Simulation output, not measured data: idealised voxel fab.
process module | voxel released beams
cross-section cut | 185 nm wide | cells 5 nm
A cross-section is a grid of square cells, given in bands from the top down. A band is one or more rows of cells.
Each band's line starts with the height of the band's top and of its bottom, in nm. Then come its materials from left to right, each with its width in nm. One material with "throughout" fills the band from edge to edge. "air" is empty space.
Height 0 is the level under which the wafer as received is all one material. The lowest band goes on downwards, as in "0 down".
A width such as "30 to 40" changes by the same amount from each row of cells to the next, from the band's top row to its bottom row.
"no change" after a step means that no cell of the cross-section changed.
closed voids: empty space of 8 cells or more with no open way to the top, each as width x height at its distance from the left edge, in nm
after a step's settings: what the simulator itself notes on the step
overlay nm, on a step with a mask: how far to the right of its planned place the mask lay; to the left if negative
plan
1 op RECEIVE | material Si
2 op CONFORMAL_DEP | material Al2O3 | thk nm 5
3 op DIRECTIONAL_DEP | material SiO2 | thk nm 10
4 op DIRECTIONAL_DEP | material aC | thk nm 10
5 op PATTERN | tone open | mask id ANCHOR | material resist | width nm 35 | thk nm 30 | overlay nm 0
6 op DIRECTIONAL_ETCH | etch materials aC | depth nm 10
7 op STRIP | etch materials resist
8 op DIRECTIONAL_ETCH | etch materials SiO2 | depth nm 10
9 op STRIP | etch materials aC
10 op CONFORMAL_DEP | material polySi | thk nm 10
11 op MASKED_ETCH | tone cover | mask id BEAM | width nm 95 | etch materials polySi | depth nm 10 | overlay nm 0
12 op STRIP | etch materials SiO2
as received, after step 1
  0 down: Si throughout
  closed voids: none
a wafer at the end: this start, this plan, one mistake
  25 to 15: air 40 | polySi 10 | air 15 | polySi 70 | air 50
  15 to 5: air 40 | polySi 35 | air 110
  5 to 0: Al2O3 throughout
  0 down: Si throughout
  closed voids: none
what went wrong: step 5 ran as: op PATTERN | tone open | mask id ANCHOR | material resist | width nm 35 | thk nm 30 | overlay nm -5
